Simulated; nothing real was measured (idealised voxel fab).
process module | voxel air gaps
cross-section cut | 170 nm wide | cells 5 nm
A cross-section is a grid of square cells, given in bands from the top down. A band is one or more rows of cells.
Each band's line starts with the height of the band's top and of its bottom, in nm. Then come its materials from left to right, each with its width in nm. One material with "throughout" fills the band from edge to edge. "air" is empty space.
Height 0 is the level under which the wafer as received is all one material. The lowest band goes on downwards, as in "0 down".
A width such as "30 to 40" changes by the same amount from each row of cells to the next, from the band's top row to its bottom row.
"no change" after a step means that no cell of the cross-section changed.
closed voids: empty space of 8 cells or more with no open way to the top, each as width x height at its distance from the left edge, in nm
after a step's settings: what the simulator itself notes on the step
overlay nm, on a step with a mask: how far to the right of its planned place the mask lay; to the left if negative
plan
1 op RECEIVE | material Si
2 op CONFORMAL_DEP | material SiO2 | thk nm 15
3 op CONFORMAL_DEP | material SiN | thk nm 5
4 op DIRECTIONAL_DEP | material SiO2 | thk nm 40
5 op MASKED_ETCH | tone open | mask id LINES | width nm 25 | pitch nm 50 | etch materials SiO2 | depth nm 40 | overlay nm 0
6 op CONFORMAL_DEP | material TiN | thk nm 5
7 op FILL_DEP | material W | thk nm 5
8 op CMP | height nm 60
9 op EPI | material Ru | thk nm 10
10 op SELECTIVE_ETCH | etch materials SiO2 | depth nm 50
11 op CONFORMAL_DEP | material SiCN | thk nm 5
as received, after step 1
  0 down: Si throughout
  closed voids: none
a wafer at the end: this start, this plan, one mistake
  75 to 70: air 15 | SiCN 155
  70 to 60: air 15 | SiCN 5 | Ru 45 | SiCN 5 | Ru 45 | SiCN 5 | Ru 45 | SiCN 5
  60 to 55: air 15 | SiCN 15 | TiN 5 | W 15 | TiN 5 | SiCN 25 | TiN 5 | W 15 | TiN 5 | SiCN 25 | TiN 5 | W 15 | TiN 5 | SiCN 15
  55 to 25: air 25 | SiCN 5 | TiN 5 | W 15 | TiN 5 | SiCN 5 | air 15 | SiCN 5 | TiN 5 | W 15 | TiN 5 | SiCN 5 | air 15 | SiCN 5 | TiN 5 | W 15 | TiN 5 | SiCN 5 | air 10
  25 to 20: SiCN 30 | TiN 25 | SiCN 25 | TiN 25 | SiCN 25 | TiN 25 | SiCN 15
  20 to 15: SiN throughout
  15 to 0: SiO2 throughout
  0 down: Si throughout
  closed voids: 15 x 30 at 60; 15 x 30 at 110; 10 x 30 at 160
what went wrong: step 5 ran as: op MASKED_ETCH | tone open | mask id LINES | width nm 25 | pitch nm 50 | etch materials SiO2 | depth nm 40 | overlay nm 10
